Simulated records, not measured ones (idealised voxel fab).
process module | voxel capacitor over wiring
cross-section cut | 180 nm wide | cells 5 nm
A cross-section is a grid of square cells, given in bands from the top down. A band is one or more rows of cells.
Each band's line starts with the height of the band's top and of its bottom, in nm. Then come its materials from left to right, each with its width in nm. One material with "throughout" fills the band from edge to edge. "air" is empty space.
Height 0 is the level under which the wafer as received is all one material. The lowest band goes on downwards, as in "0 down".
A width such as "30 to 40" changes by the same amount from each row of cells to the next, from the band's top row to its bottom row.
"no change" after a step means that no cell of the cross-section changed.
closed voids: empty space of 8 cells or more with no open way to the top, each as width x height at its distance from the left edge, in nm
after a step's settings: what the simulator itself notes on the step
overlay nm, on a step with a mask: how far to the right of its planned place the mask lay; to the left if negative
plan
1 op RECEIVE | material Si
2 op CONFORMAL_DEP | material SiO2 | thk nm 15
3 op DIRECTIONAL_DEP | material TiN | thk nm 5
4 op DIRECTIONAL_DEP | material Ru | thk nm 20
5 op PATTERN | tone cover | mask id METAL_1 | material resist | width nm 25 | pitch nm 95 | thk nm 20 | overlay nm 0
6 op DIRECTIONAL_ETCH | etch materials Ru | depth nm 20
7 op DIRECTIONAL_ETCH | etch materials TiN | depth nm 5
8 op STRIP | etch materials resist
9 op CONFORMAL_DEP | material SiCN | thk nm 5
10 op FILL_DEP | material lowk | thk nm 5
11 op CMP | height nm 40
12 op CONFORMAL_DEP | material SiCN | thk nm 5
13 op DIRECTIONAL_DEP | material SiO2 | thk nm 10
14 op DIRECTIONAL_DEP | material aC | thk nm 15
15 op PATTERN | tone open | mask id PLUG_1 | material resist | width nm 15 | thk nm 35 | overlay nm 0
16 op DIRECTIONAL_ETCH | etch materials aC | depth nm 15
17 op STRIP | etch materials resist
18 op DIRECTIONAL_ETCH | etch materials SiO2 | depth nm 10
19 op DIRECTIONAL_ETCH | etch materials SiCN | depth nm 5
20 op STRIP | etch materials aC
21 op EPI | material Ru | thk nm 10
22 op EPI | material Ru | thk nm 5
23 op DIRECTIONAL_DEP | material TiN | thk nm 5
24 op DIRECTIONAL_DEP | material HfO2 | thk nm 5
25 op DIRECTIONAL_DEP | material TiN | thk nm 5
26 op DIRECTIONAL_DEP | material aC | thk nm 15
27 op PATTERN | tone cover | mask id UPPER_PLATE | material resist | width nm 75 | thk nm 30 | overlay nm 0
28 op DIRECTIONAL_ETCH | etch materials aC | depth nm 15
29 op STRIP | etch materials resist
30 op DIRECTIONAL_ETCH | etch materials TiN | depth nm 5
31 op DIRECTIONAL_ETCH | etch materials HfO2 | depth nm 5
32 op STRIP | etch materials aC
33 op DIRECTIONAL_DEP | material aC | thk nm 15
34 op PATTERN | tone cover | mask id LOWER_PLATE | material resist | width nm 85 | thk nm 35 | overlay nm 0
35 op DIRECTIONAL_ETCH | etch materials aC | depth nm 15
36 op STRIP | etch materials resist
37 op DIRECTIONAL_ETCH | etch materials TiN | depth nm 5
38 op STRIP | etch materials aC
39 op FILL_DEP | material SiO2 | thk nm 15
40 op CMP | height nm 80
41 op DIRECTIONAL_DEP | material aC | thk nm 10
42 op PATTERN | tone open | mask id PLUG_2 | material resist | width nm 15 | thk nm 30 | overlay nm 0
43 op DIRECTIONAL_ETCH | etch materials aC | depth nm 10
44 op STRIP | etch materials resist
45 op DIRECTIONAL_ETCH | etch materials SiO2 | depth nm 10
46 op STRIP | etch materials aC
47 op CONFORMAL_DEP | material TiN | thk nm 5
48 op FILL_DEP | material W | thk nm 10
49 op CMP | height nm 80
50 op CONFORMAL_DEP | material SiCN | thk nm 5
as received, after step 1
  0 down: Si throughout
  closed voids: none
a wafer at the end: this start, this plan, one mistake
  85 to 80: SiCN throughout
  80 to 75: SiO2 50 | TiN 5 | W 5 | TiN 5 | SiO2 115
  75 to 65: SiO2 50 to 55 | TiN 15 to 60 | SiO2 115 to 65
  65 to 60: SiO2 55 | HfO2 60 | SiO2 65
  60 to 55: SiO2 35 | TiN 5 | SiO2 15 | TiN 65 | SiO2 60
  55 to 50: SiO2 40 | TiN 15 | SiO2 125
  50 to 45: SiO2 40 | HfO2 15 | SiO2 125
  45 to 40: SiCN 40 | TiN 15 | SiCN 125
  40 to 35: lowk 25 | SiCN 35 | lowk 60 | SiCN 35 | lowk 25
  35 to 20: lowk 25 | SiCN 5 | Ru 25 | SiCN 5 | lowk 60 | SiCN 5 | Ru 25 | SiCN 5 | lowk 25
  20 to 15: SiCN 30 | TiN 25 | SiCN 70 | TiN 25 | SiCN 30
  15 to 0: SiO2 throughout
  0 down: Si throughout
  closed voids: none
what went wrong: step 4 ran as: op DIRECTIONAL_DEP | material Ru | thk nm 15
